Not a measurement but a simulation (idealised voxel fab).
Module name: voxel wiring stack (process module)
165 nm wide, 5 nm square cells: that's cross-section cut.
Cross-sections here: square-cell grids, written as top-down lists of bands, a band being one or more rows of cells. Top, bottom (nm), then materials left to right with widths (nm); lone material tagged "everywhere" fills the whole band edge to edge; "air" = empty space. Height is counted from the level 0, under which the received wafer is composed throughout of one material. The lowest of the bands is not closed at the bottom but continues downward, in the notation "top 0, no bottom". The width entry "30->40" should be interpreted row by row: the top row of cells in the band takes the first number, the bottom row takes the second number, and the change between adjacent rows is uniform throughout. You'll sometimes find "nothing was modified" written for a step, and that's the way of saying that nowhere in the cross-section did a cell change during that step. "Closed void entries" contains a list of empty spaces, each no smaller than 8 cells and without an open way to the top, written in the form width x height at distance with the distance from the left edge and all three in nm. Note: text after step settings on the step line = simulator remark on that step. overlay nm: mask offset rightward from planned place, masked step; negative means leftward offset.
[Below is the list of planned process steps]
| 1 | RECEIVE,material Si |
| 2 | CONFORMAL_DEP,material SiO2,thk nm 10 |
| 3 | DIRECTIONAL_DEP,material TiN,thk nm 5 |
| 4 | DIRECTIONAL_DEP,material Ru,thk nm 25 |
| 5 | DIRECTIONAL_DEP,material aC,thk nm 15 |
| 6 | PATTERN,tone cover,mask id METAL_1,material resist,width nm 25,pitch nm 45,thk nm 35,overlay nm 0 |
| 7 | DIRECTIONAL_ETCH,etch materials aC,depth nm 15 |
| 8 | STRIP,etch materials resist |
| 9 | DIRECTIONAL_ETCH,etch materials Ru,depth nm 25 |
| 10 | DIRECTIONAL_ETCH,etch materials TiN,depth nm 5 |
| 11 | STRIP,etch materials aC |
| 12 | FILL_DEP,material SiO2,thk nm 5 |
| 13 | CMP,height nm 40 |
| 14 | CONFORMAL_DEP,material SiCN,thk nm 5 |
| 15 | DIRECTIONAL_DEP,material SiO2,thk nm 15 |
| 16 | DIRECTIONAL_DEP,material aC,thk nm 10 |
| 17 | PATTERN,tone open,mask id PLUG_1,material resist,width nm 15,thk nm 30,overlay nm 0 |
| 18 | DIRECTIONAL_ETCH,etch materials aC,depth nm 10 |
| 19 | STRIP,etch materials resist |
| 20 | DIRECTIONAL_ETCH,etch materials SiO2,depth nm 15 |
| 21 | DIRECTIONAL_ETCH,etch materials SiCN,depth nm 5 |
| 22 | STRIP,etch materials aC |
| 23 | CONFORMAL_DEP,material TiN,thk nm 5 |
| 24 | FILL_DEP,material W,thk nm 10 |
| 25 | CMP,height nm 60 |
| 26 | DIRECTIONAL_DEP,material TiN,thk nm 5 |
| 27 | DIRECTIONAL_DEP,material W,thk nm 20 |
| 28 | DIRECTIONAL_DEP,material aC,thk nm 10 |
| 29 | PATTERN,tone cover,mask id METAL_2,material resist,width nm 25,pitch nm 45,thk nm 30,overlay nm 0 |
| 30 | DIRECTIONAL_ETCH,etch materials aC,depth nm 10 |
| 31 | STRIP,etch materials resist |
| 32 | DIRECTIONAL_ETCH,etch materials W,depth nm 20 |
| 33 | DIRECTIONAL_ETCH,etch materials TiN,depth nm 5 |
| 34 | STRIP,etch materials aC |
| 35 | CONFORMAL_DEP,material SiCN,thk nm 5 |
| 36 | FILL_DEP,material SiO2,thk nm 5 |
| 37 | CMP,height nm 85 |
| 38 | CONFORMAL_DEP,material SiCN,thk nm 5 |
[Wafer cross-section on receipt, i.e. after step 1]
    top 0, no bottom = Si everywhere
    Closed void entries: none
[Looking at the first of two wafers in cross-section at end of module - ran to plan]
    top 90, bottom 85 = SiCN everywhere
    top 85, bottom 65 = SiO2 40 | SiCN 5 | W 25 | SiCN 5 | SiO2 10 | SiCN 5 | W 25 | SiCN 5 | SiO2 45
    top 65, bottom 60 = SiCN 45 | TiN 25 | SiCN 20 | TiN 25 | SiCN 50
    top 60, bottom 45 = SiO2 45 | TiN 5 | W 5 | TiN 5 | SiO2 105
    top 45, bottom 40 = SiCN 45 | TiN 15 | SiCN 105
    top 40, bottom 15 = SiO2 45 | Ru 25 | SiO2 20 | Ru 25 | SiO2 50
    top 15, bottom 10 = SiO2 45 | TiN 25 | SiO2 20 | TiN 25 | SiO2 50
    top 10, bottom 0 = SiO2 everywhere
    top 0, no bottom = Si everywhere
    Closed void entries: none
[Second wafer through the module, sectioned at the end: same beginning and same plan as the first wafer, with one mistake in carrying it out]
    top 90, bottom 85 = SiCN everywhere
    top 85, bottom 65 = SiO2 40 | SiCN 5 | W 25 | SiCN 5 | SiO2 10 | SiCN 5 | W 25 | SiCN 5 | SiO2 45
    top 65, bottom 60 = SiCN 45 | TiN 25 | SiCN 20 | TiN 25 | SiCN 50
    top 60, bottom 45 = SiO2 45 | TiN 5 | W 5 | TiN 5 | SiO2 105
    top 45, bottom 40 = SiCN 45 | TiN 15 | SiCN 105
    top 40, bottom 35 = SiO2 45 | TiN 25 | SiO2 20 | TiN 25 | SiO2 50
    top 35, bottom 10 = Ru everywhere
    top 10, bottom 0 = SiO2 everywhere
    top 0, no bottom = Si everywhere
    Closed void entries: none
Where did the run depart from the plan? steps 3 and 4 run out of order (swapped)
Looking at both finished wafers in cells, the second ends up ahead of or behind the first on some materials: Ru +115; SiO2 -115
